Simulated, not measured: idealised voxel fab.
This section sets out a process module, namely voxel spacer lines.
In the cross-section labelled cut, the width is 155 nm and each square cell is 5 nm.
How to read a cross-section here: the picture is a grid of square cells, written as bands going from the top down, and any band can span one or more rows of cells. Within each band entry, the heights of the top and of the bottom of the band appear first, in that order and in nm; the materials of the band then follow from left to right, each with its corresponding width in nm. The designation "throughout" on a single material indicates that it fills the band from edge to edge; the designation "air" indicates empty space. Counting heights begins at 0, where everything beneath is, in the wafer as received, one material. The lowest band has no bottom; it goes on downwards, as "0 down" shows. Quick explanation for "30..40": the width changes in equal steps down the rows of cells, from the first number in the band's top row to the second number in its bottom row. "nothing changed" (step): cross-section cells unchanged, all of them. So "Entrapped void list" is basically the list of trapped voids: any empty space of 8 cells or more that can't reach the top through an opening. They're written width x height at distance, the distance being from the left edge, and it's all nm. The remark found on a step's line after its settings is issued by the simulator itself and pertains to that step. Steps that use a mask can have "overlay nm" on their line. It says how far the mask sat to the right of where it was meant to be. Negative means to the left.
# The following list gives the planned process steps
step 1: RECEIVE [material Si]
step 2: CONFORMAL_DEP [material Al2O3] [thk nm 5]
step 3: DIRECTIONAL_DEP [material SiN] [thk nm 10]
step 4: DIRECTIONAL_DEP [material polySi] [thk nm 20]
step 5: PATTERN [tone cover] [mask id MANDREL] [material resist] [width nm 25] [pitch nm 70] [thk nm 25] [overlay nm 0]
step 6: DIRECTIONAL_ETCH [etch materials polySi] [depth nm 20]
step 7: STRIP [etch materials resist]
step 8: CONFORMAL_DEP [material SiO2] [thk nm 10]
step 9: DIRECTIONAL_ETCH [etch materials SiO2] [depth nm 10]
step 10: STRIP [etch materials polySi]
step 11: DIRECTIONAL_ETCH [etch materials SiN] [depth nm 10]
step 12: STRIP [etch materials SiO2]
# Cross-section of the wafer as it came to us, i.e., already through step 1
- 0 down | Si throughout
- Entrapped void list: none
# End-of-module cross-section. Starting structure and process plan as above; one mistake made in running it
- 15 to 10 | air 20; SiN 10; air 25; SiN 10; air 25; SiN 10; air 25; SiN 10; air 20
- 10 to 5 | SiN throughout
- 5 to 0 | Al2O3 throughout
- 0 down | Si throughout
- Entrapped void list: none
Misprocessing identified: not per plan at step 11, really ran DIRECTIONAL_ETCH [etch materials SiN] [depth nm 5]
